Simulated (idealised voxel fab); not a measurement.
process module | voxel wiring stack
cross-section cut | 265 nm wide | cells 5 nm
A cross-section is a grid of square cells, given in bands from the top down. A band is one or more rows of cells.
Each band's line starts with the height of the band's top and of its bottom, in nm. Then come its materials from left to right, each with its width in nm. One material with "throughout" fills the band from edge to edge. "air" is empty space.
Height 0 is the level under which the wafer as received is all one material. The lowest band goes on downwards, as in "0 down".
A width such as "30 to 40" changes by the same amount from each row of cells to the next, from the band's top row to its bottom row.
"no change" after a step means that no cell of the cross-section changed.
closed voids: empty space of 8 cells or more with no open way to the top, each as width x height at its distance from the left edge, in nm
after a step's settings: what the simulator itself notes on the step
overlay nm, on a step with a mask: how far to the right of its planned place the mask lay; to the left if negative
plan
1 op RECEIVE | material Si
2 op CONFORMAL_DEP | material SiO2 | thk nm 15
3 op CONFORMAL_DEP | material SiN | thk nm 5
4 op DIRECTIONAL_DEP | material lowk | thk nm 15
5 op PATTERN | tone open | mask id METAL_1 | material resist | width nm 25 | pitch nm 45 | thk nm 15 | overlay nm 0
6 op DIRECTIONAL_ETCH | etch materials lowk | depth nm 15
7 op DIRECTIONAL_ETCH | etch materials SiN | depth nm 5
8 op STRIP | etch materials resist
9 op CONFORMAL_DEP | material TiN | thk nm 5
10 op FILL_DEP | material Cu | thk nm 5
11 op CMP | height nm 35
12 op EPI | material Ru | thk nm 5
13 op FILL_DEP | material SiCN | thk nm 5
14 op DIRECTIONAL_DEP | material SiO2 | thk nm 10
15 op MASKED_ETCH | tone open | mask id PLUG_1 | width nm 15 | pitch nm 90 | etch materials SiO2 | depth nm 10 | overlay nm 0
16 op MASKED_ETCH | tone open | mask id PLUG_1 | width nm 15 | pitch nm 90 | etch materials SiCN | depth nm 5 | overlay nm 0
17 op EPI | material Ru | thk nm 10
18 op EPI | material Ru | thk nm 5
19 op CONFORMAL_DEP | material SiN | thk nm 5
20 op DIRECTIONAL_DEP | material SiO2 | thk nm 20
21 op MASKED_ETCH | tone open | mask id METAL_2 | width nm 25 | pitch nm 45 | etch materials SiO2 | depth nm 20 | overlay nm 0
22 op MASKED_ETCH | tone open | mask id METAL_2 | width nm 25 | pitch nm 45 | etch materials SiN | depth nm 5 | overlay nm 0
23 op CONFORMAL_DEP | material TiN | thk nm 5
24 op FILL_DEP | material Cu | thk nm 10
25 op CMP | height nm 80
26 op CONFORMAL_DEP | material SiCN | thk nm 5
27 op DIRECTIONAL_DEP | material SiO2 | thk nm 25
28 op DIRECTIONAL_DEP | material aC | thk nm 10
29 op PATTERN | tone open | mask id METAL_3 | material resist | width nm 25 | pitch nm 45 | thk nm 30 | overlay nm 0
30 op DIRECTIONAL_ETCH | etch materials aC | depth nm 10
31 op STRIP | etch materials resist
32 op DIRECTIONAL_ETCH | etch materials SiO2 | depth nm 15
33 op STRIP | etch materials aC
34 op DIRECTIONAL_DEP | material aC | thk nm 10
35 op PATTERN | tone open | mask id METAL_3_HOLES | material resist | width nm 15 | pitch nm 45 | thk nm 30 | overlay nm 0
36 op DIRECTIONAL_ETCH | etch materials aC | depth nm 10
37 op STRIP | etch materials resist
38 op DIRECTIONAL_ETCH | etch materials SiO2 | depth nm 10
39 op DIRECTIONAL_ETCH | etch materials SiCN | depth nm 5
40 op STRIP | etch materials aC
41 op CONFORMAL_DEP | material TiN | thk nm 5
42 op FILL_DEP | material Cu | thk nm 10
43 op CMP | height nm 110
44 op CONFORMAL_DEP | material SiCN | thk nm 5
45 op DIRECTIONAL_DEP | material SiO2 | thk nm 30
46 op DIRECTIONAL_DEP | material aC | thk nm 10
47 op PATTERN | tone open | mask id METAL_4_HOLES | material resist | width nm 15 | pitch nm 90 | thk nm 25 | overlay nm 0
48 op DIRECTIONAL_ETCH | etch materials aC | depth nm 10
49 op STRIP | etch materials resist
50 op DIRECTIONAL_ETCH | etch materials SiO2 | depth nm 30
51 op STRIP | etch materials aC
52 op MASKED_ETCH | tone open | mask id METAL_4 | width nm 25 | pitch nm 45 | etch materials SiO2 | depth nm 20 | overlay nm 0
53 op MASKED_ETCH | tone open | mask id METAL_4 | width nm 25 | pitch nm 45 | etch materials SiCN | depth nm 5 | overlay nm 0
54 op CONFORMAL_DEP | material TiN | thk nm 5
55 op FILL_DEP | material Ru | thk nm 10
56 op CMP | height nm 145
57 op CONFORMAL_DEP | material SiCN | thk nm 5
first wafer, as planned
as received, after step 1
  0 down: Si throughout
  closed voids: none
after step 2
  15 to 0: SiO2 throughout
  below 0: unchanged
after step 3
  20 to 15: SiN throughout
  below 15: unchanged
after step 4
  35 to 20: lowk throughout
  below 20: unchanged
after step 5
  50 to 35: resist 50 | air 25 | resist 20 | air 25 | resist 20 | air 25 | resist 20 | air 25 | resist 55
  below 35: unchanged
after step 6
  50 to 35: resist 50 | air 25 | resist 20 | air 25 | resist 20 | air 25 | resist 20 | air 25 | resist 55
  35 to 20: lowk 50 | air 25 | lowk 20 | air 25 | lowk 20 | air 25 | lowk 20 | air 25 | lowk 55
  below 20: unchanged
after step 7
  50 to 35: resist 50 | air 25 | resist 20 | air 25 | resist 20 | air 25 | resist 20 | air 25 | resist 55
  35 to 20: lowk 50 | air 25 | lowk 20 | air 25 | lowk 20 | air 25 | lowk 20 | air 25 | lowk 55
  20 to 15: SiN 50 | air 25 | SiN 20 | air 25 | SiN 20 | air 25 | SiN 20 | air 25 | SiN 55
  below 15: unchanged
after step 8
  35 to 20: lowk 50 | air 25 | lowk 20 | air 25 | lowk 20 | air 25 | lowk 20 | air 25 | lowk 55
  below 20: unchanged
after step 9
  40 to 35: TiN 55 | air 15 | TiN 30 | air 15 | TiN 30 | air 15 | TiN 30 | air 15 | TiN 60
  35 to 20: lowk 50 | TiN 5 | air 15 | TiN 5 | lowk 20 | TiN 5 | air 15 | TiN 5 | lowk 20 | TiN 5 | air 15 | TiN 5 | lowk 20 | TiN 5 | air 15 | TiN 5 | lowk 55
  20 to 15: SiN 50 | TiN 25 | SiN 20 | TiN 25 | SiN 20 | TiN 25 | SiN 20 | TiN 25 | SiN 55
  below 15: unchanged
after step 10
  45 to 40: Cu throughout
  40 to 35: TiN 55 | Cu 15 | TiN 30 | Cu 15 | TiN 30 | Cu 15 | TiN 30 | Cu 15 | TiN 60
  35 to 20: lowk 50 | TiN 5 | Cu 15 | TiN 5 | lowk 20 | TiN 5 | Cu 15 | TiN 5 | lowk 20 | TiN 5 | Cu 15 | TiN 5 | lowk 20 | TiN 5 | Cu 15 | TiN 5 | lowk 55
  below 20: unchanged
after step 11
  35 to 20: lowk 50 | TiN 5 | Cu 15 | TiN 5 | lowk 20 | TiN 5 | Cu 15 | TiN 5 | lowk 20 | TiN 5 | Cu 15 | TiN 5 | lowk 20 | TiN 5 | Cu 15 | TiN 5 | lowk 55
  below 20: unchanged
after step 12
  40 to 35: air 45 | Ru 35 | air 10 | Ru 35 | air 10 | Ru 35 | air 10 | Ru 35 | air 50
  below 35: unchanged
after step 13
  45 to 40: SiCN throughout
  40 to 35: SiCN 45 | Ru 35 | SiCN 10 | Ru 35 | SiCN 10 | Ru 35 | SiCN 10 | Ru 35 | SiCN 50
  below 35: unchanged
after step 14
  55 to 45: SiO2 throughout
  below 45: unchanged
after step 15
  55 to 45: SiO2 50 | air 15 | SiO2 75 | air 15 | SiO2 110
  below 45: unchanged
after step 16
  55 to 45: SiO2 50 | air 15 | SiO2 75 | air 15 | SiO2 110
  45 to 40: SiCN 50 | air 15 | SiCN 75 | air 15 | SiCN 110
  below 40: unchanged
after step 17
  55 to 50: SiO2 50 | air 15 | SiO2 75 | air 15 | SiO2 110
  50 to 45: SiO2 50 | Ru 15 | SiO2 75 | Ru 15 | SiO2 110
  45 to 40: SiCN 50 | Ru 15 | SiCN 75 | Ru 15 | SiCN 110
  below 40: unchanged
after step 18
  55 to 45: SiO2 50 | Ru 15 | SiO2 75 | Ru 15 | SiO2 110
  below 45: unchanged
after step 19
  60 to 55: SiN throughout
  below 55: unchanged
after step 20
  80 to 60: SiO2 throughout
  below 60: unchanged
after step 21
  80 to 60: SiO2 50 | air 25 | SiO2 20 | air 25 | SiO2 20 | air 25 | SiO2 20 | air 25 | SiO2 55
  below 60: unchanged
after step 22
  80 to 60: SiO2 50 | air 25 | SiO2 20 | air 25 | SiO2 20 | air 25 | SiO2 20 | air 25 | SiO2 55
  60 to 55: SiN 50 | air 25 | SiN 20 | air 25 | SiN 20 | air 25 | SiN 20 | air 25 | SiN 55
  below 55: unchanged
after step 23
  85 to 80: TiN 55 | air 15 | TiN 30 | air 15 | TiN 30 | air 15 | TiN 30 | air 15 | TiN 60
  80 to 60: SiO2 50 | TiN 5 | air 15 | TiN 5 | SiO2 20 | TiN 5 | air 15 | TiN 5 | SiO2 20 | TiN 5 | air 15 | TiN 5 | SiO2 20 | TiN 5 | air 15 | TiN 5 | SiO2 55
  60 to 55: SiN 50 | TiN 25 | SiN 20 | TiN 25 | SiN 20 | TiN 25 | SiN 20 | TiN 25 | SiN 55
  below 55: unchanged
after step 24
  95 to 85: Cu throughout
  85 to 80: TiN 55 | Cu 15 | TiN 30 | Cu 15 | TiN 30 | Cu 15 | TiN 30 | Cu 15 | TiN 60
  80 to 60: SiO2 50 | TiN 5 | Cu 15 | TiN 5 | SiO2 20 | TiN 5 | Cu 15 | TiN 5 | SiO2 20 | TiN 5 | Cu 15 | TiN 5 | SiO2 20 | TiN 5 | Cu 15 | TiN 5 | SiO2 55
  below 60: unchanged
after step 25
  80 to 60: SiO2 50 | TiN 5 | Cu 15 | TiN 5 | SiO2 20 | TiN 5 | Cu 15 | TiN 5 | SiO2 20 | TiN 5 | Cu 15 | TiN 5 | SiO2 20 | TiN 5 | Cu 15 | TiN 5 | SiO2 55
  below 60: unchanged
after step 26
  85 to 80: SiCN throughout
  below 80: unchanged
after step 27
  110 to 85: SiO2 throughout
  below 85: unchanged
after step 28
  120 to 110: aC throughout
  below 110: unchanged
after step 29
  150 to 120: resist 50 | air 25 | resist 20 | air 25 | resist 20 | air 25 | resist 20 | air 25 | resist 55
  below 120: unchanged
after step 30
  140 to 120: resist 50 | air 25 | resist 20 | air 25 | resist 20 | air 25 | resist 20 | air 25 | resist 55
  120 to 110: aC 50 | air 25 | aC 20 | air 25 | aC 20 | air 25 | aC 20 | air 25 | aC 55
  below 110: unchanged
after step 31
  120 to 110: aC 50 | air 25 | aC 20 | air 25 | aC 20 | air 25 | aC 20 | air 25 | aC 55
  below 110: unchanged
after step 32
  120 to 110: aC 50 | air 25 | aC 20 | air 25 | aC 20 | air 25 | aC 20 | air 25 | aC 55
  110 to 95: SiO2 50 | air 25 | SiO2 20 | air 25 | SiO2 20 | air 25 | SiO2 20 | air 25 | SiO2 55
  below 95: unchanged
after step 33
  110 to 95: SiO2 50 | air 25 | SiO2 20 | air 25 | SiO2 20 | air 25 | SiO2 20 | air 25 | SiO2 55
  below 95: unchanged
after step 34
  120 to 110: aC 50 | air 25 | aC 20 | air 25 | aC 20 | air 25 | aC 20 | air 25 | aC 55
  110 to 105: SiO2 50 | air 25 | SiO2 20 | air 25 | SiO2 20 | air 25 | SiO2 20 | air 25 | SiO2 55
  105 to 95: SiO2 50 | aC 25 | SiO2 20 | aC 25 | SiO2 20 | aC 25 | SiO2 20 | aC 25 | SiO2 55
  below 95: unchanged
after step 35
  150 to 120: resist 50 | air 15 | resist 30 | air 15 | resist 30 | air 15 | resist 30 | air 15 | resist 65
  120 to 110: aC 50 | air 15 | resist 10 | aC 20 | air 15 | resist 10 | aC 20 | air 15 | resist 10 | aC 20 | air 15 | resist 10 | aC 55
  110 to 105: SiO2 50 | air 15 | resist 10 | SiO2 20 | air 15 | resist 10 | SiO2 20 | air 15 | resist 10 | SiO2 20 | air 15 | resist 10 | SiO2 55
  below 105: unchanged
after step 36
  140 to 120: resist 50 | air 15 | resist 30 | air 15 | resist 30 | air 15 | resist 30 | air 15 | resist 65
  120 to 110: aC 50 | air 15 | resist 10 | aC 20 | air 15 | resist 10 | aC 20 | air 15 | resist 10 | aC 20 | air 15 | resist 10 | aC 55
  110 to 105: SiO2 50 | air 15 | resist 10 | SiO2 20 | air 15 | resist 10 | SiO2 20 | air 15 | resist 10 | SiO2 20 | air 15 | resist 10 | SiO2 55
  105 to 95: SiO2 50 | air 15 | aC 10 | SiO2 20 | air 15 | aC 10 | SiO2 20 | air 15 | aC 10 | SiO2 20 | air 15 | aC 10 | SiO2 55
  below 95: unchanged
after step 37
  120 to 110: aC 50 | air 25 | aC 20 | air 25 | aC 20 | air 25 | aC 20 | air 25 | aC 55
  110 to 105: SiO2 50 | air 25 | SiO2 20 | air 25 | SiO2 20 | air 25 | SiO2 20 | air 25 | SiO2 55
  below 105: unchanged
after step 38
  120 to 110: aC 50 | air 25 | aC 20 | air 25 | aC 20 | air 25 | aC 20 | air 25 | aC 55
  110 to 105: SiO2 50 | air 25 | SiO2 20 | air 25 | SiO2 20 | air 25 | SiO2 20 | air 25 | SiO2 55
  105 to 95: SiO2 50 | air 15 | aC 10 | SiO2 20 | air 15 | aC 10 | SiO2 20 | air 15 | aC 10 | SiO2 20 | air 15 | aC 10 | SiO2 55
  95 to 85: SiO2 50 | air 15 | SiO2 30 | air 15 | SiO2 30 | air 15 | SiO2 30 | air 15 | SiO2 65
  below 85: unchanged
after step 39
  120 to 110: aC 50 | air 25 | aC 20 | air 25 | aC 20 | air 25 | aC 20 | air 25 | aC 55
  110 to 105: SiO2 50 | air 25 | SiO2 20 | air 25 | SiO2 20 | air 25 | SiO2 20 | air 25 | SiO2 55
  105 to 95: SiO2 50 | air 15 | aC 10 | SiO2 20 | air 15 | aC 10 | SiO2 20 | air 15 | aC 10 | SiO2 20 | air 15 | aC 10 | SiO2 55
  95 to 85: SiO2 50 | air 15 | SiO2 30 | air 15 | SiO2 30 | air 15 | SiO2 30 | air 15 | SiO2 65
  85 to 80: SiCN 50 | air 15 | SiCN 30 | air 15 | SiCN 30 | air 15 | SiCN 30 | air 15 | SiCN 65
  below 80: unchanged
after step 40
  110 to 95: SiO2 50 | air 25 | SiO2 20 | air 25 | SiO2 20 | air 25 | SiO2 20 | air 25 | SiO2 55
  below 95: unchanged
after step 41
  115 to 110: TiN 55 | air 15 | TiN 30 | air 15 | TiN 30 | air 15 | TiN 30 | air 15 | TiN 60
  110 to 100: SiO2 50 | TiN 5 | air 15 | TiN 5 | SiO2 20 | TiN 5 | air 15 | TiN 5 | SiO2 20 | TiN 5 | air 15 | TiN 5 | SiO2 20 | TiN 5 | air 15 | TiN 5 | SiO2 55
  100 to 95: SiO2 50 | TiN 5 | air 5 | TiN 15 | SiO2 20 | TiN 5 | air 5 | TiN 15 | SiO2 20 | TiN 5 | air 5 | TiN 15 | SiO2 20 | TiN 5 | air 5 | TiN 15 | SiO2 55
  95 to 85: SiO2 50 | TiN 5 | air 5 | TiN 5 | SiO2 30 | TiN 5 | air 5 | TiN 5 | SiO2 30 | TiN 5 | air 5 | TiN 5 | SiO2 30 | TiN 5 | air 5 | TiN 5 | SiO2 65
  85 to 80: SiCN 50 | TiN 15 | SiCN 30 | TiN 15 | SiCN 30 | TiN 15 | SiCN 30 | TiN 15 | SiCN 65
  below 80: unchanged
after step 42
  125 to 115: Cu throughout
  115 to 110: TiN 55 | Cu 15 | TiN 30 | Cu 15 | TiN 30 | Cu 15 | TiN 30 | Cu 15 | TiN 60
  110 to 100: SiO2 50 | TiN 5 | Cu 15 | TiN 5 | SiO2 20 | TiN 5 | Cu 15 | TiN 5 | SiO2 20 | TiN 5 | Cu 15 | TiN 5 | SiO2 20 | TiN 5 | Cu 15 | TiN 5 | SiO2 55
  100 to 95: SiO2 50 | TiN 5 | Cu 5 | TiN 15 | SiO2 20 | TiN 5 | Cu 5 | TiN 15 | SiO2 20 | TiN 5 | Cu 5 | TiN 15 | SiO2 20 | TiN 5 | Cu 5 | TiN 15 | SiO2 55
  95 to 85: SiO2 50 | TiN 5 | Cu 5 | TiN 5 | SiO2 30 | TiN 5 | Cu 5 | TiN 5 | SiO2 30 | TiN 5 | Cu 5 | TiN 5 | SiO2 30 | TiN 5 | Cu 5 | TiN 5 | SiO2 65
  below 85: unchanged
after step 43
  110 to 100: SiO2 50 | TiN 5 | Cu 15 | TiN 5 | SiO2 20 | TiN 5 | Cu 15 | TiN 5 | SiO2 20 | TiN 5 | Cu 15 | TiN 5 | SiO2 20 | TiN 5 | Cu 15 | TiN 5 | SiO2 55
  below 100: unchanged
after step 44
  115 to 110: SiCN throughout
  below 110: unchanged
after step 45
  145 to 115: SiO2 throughout
  below 115: unchanged
after step 46
  155 to 145: aC throughout
  below 145: unchanged
after step 47
  180 to 155: resist 50 | air 15 | resist 75 | air 15 | resist 110
  below 155: unchanged
after step 48
  170 to 155: resist 50 | air 15 | resist 75 | air 15 | resist 110
  155 to 145: aC 50 | air 15 | aC 75 | air 15 | aC 110
  below 145: unchanged
after step 49
  155 to 145: aC 50 | air 15 | aC 75 | air 15 | aC 110
  below 145: unchanged
after step 50
  155 to 145: aC 50 | air 15 | aC 75 | air 15 | aC 110
  145 to 115: SiO2 50 | air 15 | SiO2 75 | air 15 | SiO2 110
  below 115: unchanged
after step 51
  145 to 115: SiO2 50 | air 15 | SiO2 75 | air 15 | SiO2 110
  below 115: unchanged
after step 52
  145 to 125: SiO2 50 | air 25 | SiO2 20 | air 25 | SiO2 20 | air 25 | SiO2 20 | air 25 | SiO2 55
  below 125: unchanged
after step 53
  145 to 125: SiO2 50 | air 25 | SiO2 20 | air 25 | SiO2 20 | air 25 | SiO2 20 | air 25 | SiO2 55
  125 to 115: SiO2 50 | air 15 | SiO2 75 | air 15 | SiO2 110
  115 to 110: SiCN 50 | air 15 | SiCN 75 | air 15 | SiCN 110
  below 110: unchanged
after step 54
  150 to 145: TiN 55 | air 15 | TiN 30 | air 15 | TiN 30 | air 15 | TiN 30 | air 15 | TiN 60
  145 to 130: SiO2 50 | TiN 5 | air 15 | TiN 5 | SiO2 20 | TiN 5 | air 15 | TiN 5 | SiO2 20 | TiN 5 | air 15 | TiN 5 | SiO2 20 | TiN 5 | air 15 | TiN 5 | SiO2 55
  130 to 125: SiO2 50 | TiN 5 | air 5 | TiN 15 | SiO2 20 | TiN 25 | SiO2 20 | TiN 5 | air 5 | TiN 15 | SiO2 20 | TiN 25 | SiO2 55
  125 to 115: SiO2 50 | TiN 5 | air 5 | TiN 5 | SiO2 75 | TiN 5 | air 5 | TiN 5 | SiO2 110
  115 to 110: SiCN 50 | TiN 15 | SiCN 75 | TiN 15 | SiCN 110
  below 110: unchanged
after step 55
  160 to 150: Ru throughout
  150 to 145: TiN 55 | Ru 15 | TiN 30 | Ru 15 | TiN 30 | Ru 15 | TiN 30 | Ru 15 | TiN 60
  145 to 130: SiO2 50 | TiN 5 | Ru 15 | TiN 5 | SiO2 20 | TiN 5 | Ru 15 | TiN 5 | SiO2 20 | TiN 5 | Ru 15 | TiN 5 | SiO2 20 | TiN 5 | Ru 15 | TiN 5 | SiO2 55
  130 to 125: SiO2 50 | TiN 5 | Ru 5 | TiN 15 | SiO2 20 | TiN 25 | SiO2 20 | TiN 5 | Ru 5 | TiN 15 | SiO2 20 | TiN 25 | SiO2 55
  125 to 115: SiO2 50 | TiN 5 | Ru 5 | TiN 5 | SiO2 75 | TiN 5 | Ru 5 | TiN 5 | SiO2 110
  below 115: unchanged
after step 56
  145 to 130: SiO2 50 | TiN 5 | Ru 15 | TiN 5 | SiO2 20 | TiN 5 | Ru 15 | TiN 5 | SiO2 20 | TiN 5 | Ru 15 | TiN 5 | SiO2 20 | TiN 5 | Ru 15 | TiN 5 | SiO2 55
  below 130: unchanged
after step 57
  150 to 145: SiCN throughout
  below 145: unchanged
second wafer: like start, like plan, one mistake. Through step 34 it matches the first wafer
when step 35 should have ended
  150 to 120: air 50 | resist 15 | air 30 | resist 15 | air 30 | resist 15 | air 30 | resist 15 | air 65
  120 to 110: aC 50 | resist 15 | air 10 | aC 20 | resist 15 | air 10 | aC 20 | resist 15 | air 10 | aC 20 | resist 15 | air 10 | aC 55
  110 to 105: SiO2 50 | resist 15 | air 10 | SiO2 20 | resist 15 | air 10 | SiO2 20 | resist 15 | air 10 | SiO2 20 | resist 15 | air 10 | SiO2 55
  below 105: unchanged
when step 36 should have ended
  140 to 110: air 50 | resist 15 | air 30 | resist 15 | air 30 | resist 15 | air 30 | resist 15 | air 65
  110 to 105: SiO2 50 | resist 15 | air 10 | SiO2 20 | resist 15 | air 10 | SiO2 20 | resist 15 | air 10 | SiO2 20 | resist 15 | air 10 | SiO2 55
  105 to 95: SiO2 50 | aC 15 | air 10 | SiO2 20 | aC 15 | air 10 | SiO2 20 | aC 15 | air 10 | SiO2 20 | aC 15 | air 10 | SiO2 55
  below 95: unchanged
when step 37 should have ended
  110 to 105: SiO2 50 | air 25 | SiO2 20 | air 25 | SiO2 20 | air 25 | SiO2 20 | air 25 | SiO2 55
  below 105: unchanged
when step 38 should have ended
  105 to 100: air 50 | aC 15 | air 30 | aC 15 | air 30 | aC 15 | air 30 | aC 15 | air 65
  100 to 95: SiO2 50 | aC 15 | air 10 | SiO2 20 | aC 15 | air 10 | SiO2 20 | aC 15 | air 10 | SiO2 20 | aC 15 | air 10 | SiO2 55
  95 to 85: SiO2 65 | air 10 | SiO2 35 | air 10 | SiO2 35 | air 10 | SiO2 35 | air 10 | SiO2 55
  below 85: unchanged
when step 39 should have ended
  105 to 100: air 50 | aC 15 | air 30 | aC 15 | air 30 | aC 15 | air 30 | aC 15 | air 65
  100 to 95: SiO2 50 | aC 15 | air 10 | SiO2 20 | aC 15 | air 10 | SiO2 20 | aC 15 | air 10 | SiO2 20 | aC 15 | air 10 | SiO2 55
  95 to 85: SiO2 65 | air 10 | SiO2 35 | air 10 | SiO2 35 | air 10 | SiO2 35 | air 10 | SiO2 55
  85 to 80: SiCN 65 | air 10 | SiCN 35 | air 10 | SiCN 35 | air 10 | SiCN 35 | air 10 | SiCN 55
  below 80: unchanged
when step 40 should have ended
  100 to 95: SiO2 50 | air 25 | SiO2 20 | air 25 | SiO2 20 | air 25 | SiO2 20 | air 25 | SiO2 55
  below 95: unchanged
when step 41 should have ended
  105 to 100: TiN 55 | air 15 | TiN 30 | air 15 | TiN 30 | air 15 | TiN 30 | air 15 | TiN 60
  100 to 95: SiO2 50 | TiN 25 | SiO2 20 | TiN 25 | SiO2 20 | TiN 25 | SiO2 20 | TiN 25 | SiO2 55
  95 to 85: SiO2 65 | TiN 10 | SiO2 35 | TiN 10 | SiO2 35 | TiN 10 | SiO2 35 | TiN 10 | SiO2 55
  85 to 80: SiCN 65 | TiN 10 | SiCN 35 | TiN 10 | SiCN 35 | TiN 10 | SiCN 35 | TiN 10 | SiCN 55
  below 80: unchanged
when step 42 should have ended
  115 to 105: Cu throughout
  105 to 100: TiN 55 | Cu 15 | TiN 30 | Cu 15 | TiN 30 | Cu 15 | TiN 30 | Cu 15 | TiN 60
  below 100: unchanged
when step 43 should have ended
  110 to 105: Cu throughout
  below 105: unchanged
when step 44 should have ended
  115 to 110: SiCN throughout
  below 110: unchanged
when step 45 should have ended
  145 to 115: SiO2 throughout
  below 115: unchanged
when step 46 should have ended
  155 to 145: aC throughout
  below 145: unchanged
when step 47 should have ended
  180 to 155: resist 50 | air 15 | resist 75 | air 15 | resist 110
  below 155: unchanged
when step 48 should have ended
  170 to 155: resist 50 | air 15 | resist 75 | air 15 | resist 110
  155 to 145: aC 50 | air 15 | aC 75 | air 15 | aC 110
  below 145: unchanged
when step 49 should have ended
  155 to 145: aC 50 | air 15 | aC 75 | air 15 | aC 110
  below 145: unchanged
when step 50 should have ended
  155 to 145: aC 50 | air 15 | aC 75 | air 15 | aC 110
  145 to 115: SiO2 50 | air 15 | SiO2 75 | air 15 | SiO2 110
  below 115: unchanged
when step 51 should have ended
  145 to 115: SiO2 50 | air 15 | SiO2 75 | air 15 | SiO2 110
  below 115: unchanged
when step 52 should have ended
  145 to 125: SiO2 50 | air 25 | SiO2 20 | air 25 | SiO2 20 | air 25 | SiO2 20 | air 25 | SiO2 55
  below 125: unchanged
when step 53 should have ended
  145 to 125: SiO2 50 | air 25 | SiO2 20 | air 25 | SiO2 20 | air 25 | SiO2 20 | air 25 | SiO2 55
  125 to 115: SiO2 50 | air 15 | SiO2 75 | air 15 | SiO2 110
  115 to 110: SiCN 50 | air 15 | SiCN 75 | air 15 | SiCN 110
  below 110: unchanged
when step 54 should have ended
  150 to 145: TiN 55 | air 15 | TiN 30 | air 15 | TiN 30 | air 15 | TiN 30 | air 15 | TiN 60
  145 to 130: SiO2 50 | TiN 5 | air 15 | TiN 5 | SiO2 20 | TiN 5 | air 15 | TiN 5 | SiO2 20 | TiN 5 | air 15 | TiN 5 | SiO2 20 | TiN 5 | air 15 | TiN 5 | SiO2 55
  130 to 125: SiO2 50 | TiN 5 | air 5 | TiN 15 | SiO2 20 | TiN 25 | SiO2 20 | TiN 5 | air 5 | TiN 15 | SiO2 20 | TiN 25 | SiO2 55
  125 to 115: SiO2 50 | TiN 5 | air 5 | TiN 5 | SiO2 75 | TiN 5 | air 5 | TiN 5 | SiO2 110
  115 to 110: SiCN 50 | TiN 15 | SiCN 75 | TiN 15 | SiCN 110
  below 110: unchanged
when step 55 should have ended
  160 to 150: Ru throughout
  150 to 145: TiN 55 | Ru 15 | TiN 30 | Ru 15 | TiN 30 | Ru 15 | TiN 30 | Ru 15 | TiN 60
  145 to 130: SiO2 50 | TiN 5 | Ru 15 | TiN 5 | SiO2 20 | TiN 5 | Ru 15 | TiN 5 | SiO2 20 | TiN 5 | Ru 15 | TiN 5 | SiO2 20 | TiN 5 | Ru 15 | TiN 5 | SiO2 55
  130 to 125: SiO2 50 | TiN 5 | Ru 5 | TiN 15 | SiO2 20 | TiN 25 | SiO2 20 | TiN 5 | Ru 5 | TiN 15 | SiO2 20 | TiN 25 | SiO2 55
  125 to 115: SiO2 50 | TiN 5 | Ru 5 | TiN 5 | SiO2 75 | TiN 5 | Ru 5 | TiN 5 | SiO2 110
  below 115: unchanged
when step 56 should have ended
  145 to 130: SiO2 50 | TiN 5 | Ru 15 | TiN 5 | SiO2 20 | TiN 5 | Ru 15 | TiN 5 | SiO2 20 | TiN 5 | Ru 15 | TiN 5 | SiO2 20 | TiN 5 | Ru 15 | TiN 5 | SiO2 55
  below 130: unchanged
when step 57 should have ended
  150 to 145: SiCN throughout
  below 145: unchanged
what went wrong: step 35 ran as: op PATTERN | tone cover | mask id METAL_3_HOLES | material resist | width nm 15 | pitch nm 45 | thk nm 30 | overlay nm 0
at the end the second wafer has, in cells: 29 more of Cu | 4 more of SiCN | 58 fewer of SiO2 | 25 more of TiN
